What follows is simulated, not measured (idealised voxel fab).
process module | voxel released beams
Cross-section cut spans 235 nm and uses square cells 5 nm in size.
A cross-section in this document is a grid of square cells, and it is written down as bands, the top band listed before the ones below it; a band is made up of one or more rows of cells. Top, bottom (nm), then materials left to right with widths (nm); lone material tagged "throughout" fills the whole band edge to edge; "blank" = empty space. Heights are measured from 0, the level below which the as-received wafer is all one material; the lowest band has no bottom and continues downward, written as in "top 0, no bottom". When a width is written as two numbers, as in "30 to 40", the first number is the width in the top row of cells of the band and the second is the width in its bottom row, and the width changes by the same amount from each row to the next. "no alteration" after a step means that no cell of the cross-section changed. Under "Closed voids list" you'll find the enclosed gaps, the ones with no way out to the top, that are 8 cells or bigger; each reads width x height at distance, with distance counted from the left edge, everything in nm. The remark found on a step's line after its settings is issued by the simulator itself and pertains to that step. The optional step-line setting "overlay nm" applies to steps with a mask and quantifies how far to the right of its planned location the mask lay, a negative value indicating leftward placement.

Process steps (planned):
1,RECEIVE [material Si]
2,CONFORMAL_DEP [material Al2O3] [thk nm 5]
3,DIRECTIONAL_DEP [material SiO2] [thk nm 20]
4,MASKED_ETCH [tone open] [mask id ANCHOR] [width nm 30] [etch materials SiO2] [depth nm 20] [overlay nm 0]
5,CONFORMAL_DEP [material W] [thk nm 10]
6,MASKED_ETCH [tone cover] [mask id BEAM] [width nm 100] [etch materials W] [depth nm 10] [overlay nm 0]
7,STRIP [etch materials SiO2]

On the first of the two wafers: run conducted according to plan:

Wafer at receipt (post step 1), cross-section:
* top 0, no bottom | Si throughout
* Closed voids list: none

Wafer section view after processing step 2:
* top 5, bottom 0 | Al2O3 throughout
* Below a height of 0, the structure has not been altered.

Wafer section view after processing step 3:
* top 25, bottom 5 | SiO2 throughout
* Below a height of 5, the structure has not been altered.

Wafer section view after processing step 4:
* top 25, bottom 5 | 70 SiO2  30 blank  135 SiO2
* Below a height of 5, the structure has not been altered.

Wafer section view after processing step 5:
* top 35, bottom 25 | 80 W  10 blank  145 W
* top 25, bottom 15 | 70 SiO2  10 W  10 blank  10 W  135 SiO2
* top 15, bottom 5 | 70 SiO2  30 W  135 SiO2
* Below a height of 5, the structure has not been altered.

Wafer section view after processing step 6:
* top 35, bottom 25 | 65 blank  15 W  10 blank  75 W  70 blank
* Below a height of 25, the structure has not been altered.

Wafer section view after processing step 7:
* top 35, bottom 25 | 65 blank  15 W  10 blank  75 W  70 blank
* top 25, bottom 15 | 70 blank  10 W  10 blank  10 W  135 blank
* top 15, bottom 5 | 70 blank  30 W  135 blank
* Below a height of 5, the structure has not been altered.

Okay, second wafer. Nothing different at the start, nothing different in the plan, just one mistake somewhere in the running. As far as step 2, counting that step, it's the first wafer all over again:

X-section, second wafer, when step 3 was due to finish: no alteration

X-section, second wafer, when step 4 was due to finish: no alteration

X-section, second wafer, when step 5 was due to finish:
* top 15, bottom 5 | W throughout
* Below a height of 5, the structure has not been altered.

X-section, second wafer, when step 6 was due to finish:
* top 15, bottom 5 | 65 blank  100 W  70 blank
* Below a height of 5, the structure has not been altered.

X-section, second wafer, when step 7 was due to finish: no alteration
In executing the process, a mistake was made relative to the plan: plan step 3: skipped, not run
End of process, cell counts, second wafer against first, materials with more or fewer: W -16
